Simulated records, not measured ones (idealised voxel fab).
Name of the process module below: voxel capacitor over wiring
Pictured: cross-section cut, 195 nm wide, on a grid of 5 nm square cells.
Think of the cross-section as a grid of square cells. We describe it in bands, top to bottom, and each band covers one or more rows of those cells.
The band entry comprises the height of the band's top followed by the height of its bottom, expressed in nm, and subsequently the band's materials from left to right, each stated together with its width in nm. Where a single material is marked with the word "edge to edge", that material fills the band from edge to edge. The word "empty" represents empty space.
Note: height 0 marks the level under which the wafer is uniformly one material as received. Lowest band unbounded below, written "0 and below".
Graded width ("30..40"): value in top row of band = first number; value in bottom row = second number; row-to-row change constant.
Where a step carries "identical to before", the cross-section came out of it unchanged, cell for cell.
Closed-off voids of 8+ cells (no open route to the top) go in "Enclosed internal voids", written width x height at distance from the left edge, in nm.
Formally, on a step line, whatever follows the settings is a remark that the simulator itself makes on the step.
When a step includes a mask, the "overlay nm" setting on its line states how far to the right of its planned place that mask lay, and negative values state how far to the left.

# Planned step list for the process
1: RECEIVE: material Si
2: CONFORMAL_DEP: material SiO2, thk nm 10
3: DIRECTIONAL_DEP: material TiN, thk nm 5
4: DIRECTIONAL_DEP: material W, thk nm 25
5: DIRECTIONAL_DEP: material aC, thk nm 15
6: PATTERN: tone cover, mask id METAL_1, material resist, width nm 30, pitch nm 85, thk nm 30, overlay nm 0
7: DIRECTIONAL_ETCH: etch materials aC, depth nm 15
8: STRIP: etch materials resist
9: DIRECTIONAL_ETCH: etch materials W, depth nm 25
10: DIRECTIONAL_ETCH: etch materials TiN, depth nm 5
11: STRIP: etch materials aC
12: FILL_DEP: material lowk, thk nm 10
13: CMP: height nm 40
14: CONFORMAL_DEP: material SiCN, thk nm 5
15: DIRECTIONAL_DEP: material lowk, thk nm 15
16: MASKED_ETCH: tone open, mask id PLUG_1, width nm 15, etch materials lowk, depth nm 15, overlay nm 0
17: MASKED_ETCH: tone open, mask id PLUG_1, width nm 15, etch materials SiCN, depth nm 5, overlay nm 0
18: EPI: material Ru, thk nm 10
19: EPI: material Ru, thk nm 10
20: DIRECTIONAL_DEP: material TiN, thk nm 10
21: DIRECTIONAL_DEP: material Al2O3, thk nm 5
22: DIRECTIONAL_DEP: material TiN, thk nm 10
23: MASKED_ETCH: tone cover, mask id UPPER_PLATE, width nm 60, etch materials TiN, depth nm 10, overlay nm 0
24: MASKED_ETCH: tone cover, mask id UPPER_PLATE, width nm 60, etch materials Al2O3, depth nm 5, overlay nm 0
25: DIRECTIONAL_DEP: material aC, thk nm 15
26: PATTERN: tone cover, mask id LOWER_PLATE, material resist, width nm 60, thk nm 30, overlay nm 0
27: DIRECTIONAL_ETCH: etch materials aC, depth nm 15
28: STRIP: etch materials resist
29: DIRECTIONAL_ETCH: etch materials TiN, depth nm 10
30: STRIP: etch materials aC
31: FILL_DEP: material SiO2, thk nm 20
32: CMP: height nm 100
33: PATTERN: tone open, mask id PLUG_2, material resist, width nm 15, thk nm 15, overlay nm 0
34: DIRECTIONAL_ETCH: etch materials SiO2, depth nm 15
35: STRIP: etch materials resist
36: CONFORMAL_DEP: material TiN, thk nm 5
37: FILL_DEP: material W, thk nm 5
38: CMP: height nm 100
39: CONFORMAL_DEP: material SiCN, thk nm 5
For this document, wafers share an identical start and vary in the step 26 width nm; the plan quotes the first wafer's value.

# As-received cross-section, first of several wafers, post step 1
- 0 and below  Si edge to edge
- Enclosed internal voids: none

# Per wafer (row), end of module: delta in cells per material since receipt, (+) for gained, (-) for lost; closed voids after that
width nm 60 | +12 Al2O3 | +12 Ru | +75 SiCN | +321 SiO2 | +67 TiN | +62 W | +270 lowk | Enclosed internal voids: none
width nm 65 | +12 Al2O3 | +12 Ru | +75 SiCN | +319 SiO2 | +69 TiN | +62 W | +270 lowk | Enclosed internal voids: none
width nm 70 | +12 Al2O3 | +12 Ru | +75 SiCN | +317 SiO2 | +71 TiN | +62 W | +270 lowk | Enclosed internal voids: none
width nm 75 | +12 Al2O3 | +12 Ru | +75 SiCN | +315 SiO2 | +73 TiN | +62 W | +270 lowk | Enclosed internal voids: none
width nm 80 | +12 Al2O3 | +12 Ru | +75 SiCN | +313 SiO2 | +75 TiN | +62 W | +270 lowk | Enclosed internal voids: none
width nm 85 | +12 Al2O3 | +12 Ru | +75 SiCN | +311 SiO2 | +77 TiN | +62 W | +270 lowk | Enclosed internal voids: none
